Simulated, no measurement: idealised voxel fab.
process module | voxel spacer lines
cross-section cut | 265 nm wide | cells 5 nm
A cross-section is a grid of square cells, given in bands from the top down. A band is one or more rows of cells.
Each band's line starts with the height of the band's top and of its bottom, in nm. Then come its materials from left to right, each with its width in nm. One material with "throughout" fills the band from edge to edge. "air" is empty space.
Height 0 is the level under which the wafer as received is all one material. The lowest band goes on downwards, as in "0 down".
A width such as "30 to 40" changes by the same amount from each row of cells to the next, from the band's top row to its bottom row.
"no change" after a step means that no cell of the cross-section changed.
closed voids: empty space of 8 cells or more with no open way to the top, each as width x height at its distance from the left edge, in nm
after a step's settings: what the simulator itself notes on the step
overlay nm, on a step with a mask: how far to the right of its planned place the mask lay; to the left if negative
plan
1 op RECEIVE | material Si
2 op CONFORMAL_DEP | material SiO2 | thk nm 5
3 op DIRECTIONAL_DEP | material TiN | thk nm 20
4 op DIRECTIONAL_DEP | material polySi | thk nm 25
5 op PATTERN | tone cover | mask id MANDREL | material resist | width nm 15 | pitch nm 60 | thk nm 35 | overlay nm -15
6 op DIRECTIONAL_ETCH | etch materials polySi | depth nm 25
7 op STRIP | etch materials resist
8 op CONFORMAL_DEP | material SiN | thk nm 15
9 op DIRECTIONAL_ETCH | etch materials SiN | depth nm 15
10 op STRIP | etch materials polySi
11 op DIRECTIONAL_ETCH | etch materials TiN | depth nm 20
12 op STRIP | etch materials SiN
varied across the wafers: overlay nm of step 5. The plan shows the first wafer's value. All wafers start alike
first wafer as received, after step 1
  0 down: Si throughout
  closed voids: none
each wafer at the end: cells of each material gained (+) or lost (-) since it was received, then its closed voids
overlay nm -15 | +53 SiO2 | +48 TiN | closed voids: none
overlay nm -10 | +53 SiO2 | +48 TiN | closed voids: none
overlay nm -5 | +53 SiO2 | +48 TiN | closed voids: none
overlay nm 0 | +53 SiO2 | +48 TiN | closed voids: none
overlay nm 5 | +53 SiO2 | +48 TiN | closed voids: none
overlay nm 10 | +53 SiO2 | +48 TiN | closed voids: none
overlay nm 15 | +53 SiO2 | +48 TiN | closed voids: none
